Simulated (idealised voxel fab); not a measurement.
The process module presented herein is designated voxel lift off.
Shown is cross-section cut, with a width of 180 nm and square cells of size 5 nm.
Just so we're on the same page, the cross-sections are grids of square cells, and they're listed out in bands top to bottom, each band one or more rows deep. This entry defines a band. It first specifies the height of the band's top and the height of its bottom in nm, and then specifies the band's materials from left to right, stating each material with its width in nm. The word "edge to edge" identifies a single material that fills the band from edge to edge, while the word "blank" identifies empty space. Measure heights from 0. That's the level where, below it, the as-received wafer is all one material. The lowest band is bottomless and extends downward; write it as in "z 0 and below". Top row gets the first number, bottom row gets the second, and each row in between changes by the same step: that is how a band width like "30 to 40" works. The designation "no change occurred", where it is given for a processing step, indicates that no cell of the cross-section was altered in the course of that step. "Closed void entries" means: voids of 8 cells or more that are shut off from the top with no open way through. Written width x height at distance, distance from the left edge, in nm. Heads up: the bit after the settings on a step's line is the simulator's remark on that step. Steps that use a mask can have "overlay nm" on their line. It says how far the mask sat to the right of where it was meant to be. Negative means to the left.

# Process steps - plan
step 1: RECEIVE [material Si]
step 2: CONFORMAL_DEP [material Al2O3] [thk nm 10]
step 3: PATTERN [tone open] [mask id LINES] [material resist] [width nm 20] [pitch nm 40] [thk nm 20] [overlay nm 0]
step 4: DIRECTIONAL_DEP [material Ru] [thk nm 10]
step 5: STRIP [etch materials resist]
step 6: CONFORMAL_DEP [material SiN] [thk nm 10]

# First of two wafers, processed according to plan

# Delivered wafer in cross-section: state after step 1
- z 0 and below | Si edge to edge
- Closed void entries: none

# The wafer in cross-section once step 2 is complete
- z 10 to 0 | Al2O3 edge to edge
- Below 0, no change.

# The wafer in cross-section once step 3 is complete
- z 30 to 10 | 20 of resist | 20 of blank | 20 of resist | 20 of blank | 20 of resist | 20 of blank | 20 of resist | 20 of blank | 20 of resist
- Below 10, no change.

# The wafer in cross-section once step 4 is complete
- z 40 to 30 | 20 of Ru | 20 of blank | 20 of Ru | 20 of blank | 20 of Ru | 20 of blank | 20 of Ru | 20 of blank | 20 of Ru
- z 30 to 20 | 20 of resist | 20 of blank | 20 of resist | 20 of blank | 20 of resist | 20 of blank | 20 of resist | 20 of blank | 20 of resist
- z 20 to 10 | 20 of resist | 20 of Ru | 20 of resist | 20 of Ru | 20 of resist | 20 of Ru | 20 of resist | 20 of Ru | 20 of resist
- Below 10, no change.

# The wafer in cross-section once step 5 is complete
- z 20 to 10 | 20 of blank | 20 of Ru | 20 of blank | 20 of Ru | 20 of blank | 20 of Ru | 20 of blank | 20 of Ru | 20 of blank
- Below 10, no change.

# The wafer in cross-section once step 6 is complete
- z 30 to 20 | 10 of blank | 160 of SiN | 10 of blank
- z 20 to 10 | 20 of SiN | 20 of Ru | 20 of SiN | 20 of Ru | 20 of SiN | 20 of Ru | 20 of SiN | 20 of Ru | 20 of SiN
- Below 10, no change.

# For the second wafer, take the first wafer's start and plan, then add one mistake made in running it; everything through step 4, that step included, is shared with the first

# Cross-section, second wafer, at the end time the plan gives for step 5
- z 20 to 10 | 20 of blank | 20 of Ru | 20 of blank | 20 of Ru | 20 of blank | 20 of Ru | 20 of blank | 20 of Ru | 20 of blank
- Below 10, no change.

# Cross-section, second wafer, at the end time the plan gives for step 6
- z 30 to 20 | 10 of blank | 160 of SiN | 10 of blank
- z 20 to 10 | 20 of SiN | 20 of Ru | 20 of SiN | 20 of Ru | 20 of SiN | 20 of Ru | 20 of SiN | 20 of Ru | 20 of SiN
- Below 10, no change.
Which mistake was made when the wafer was run? the plan had its step 5 run twice
At process end the two wafers are indistinguishable in cross-section, so the error does not change what this model computes.
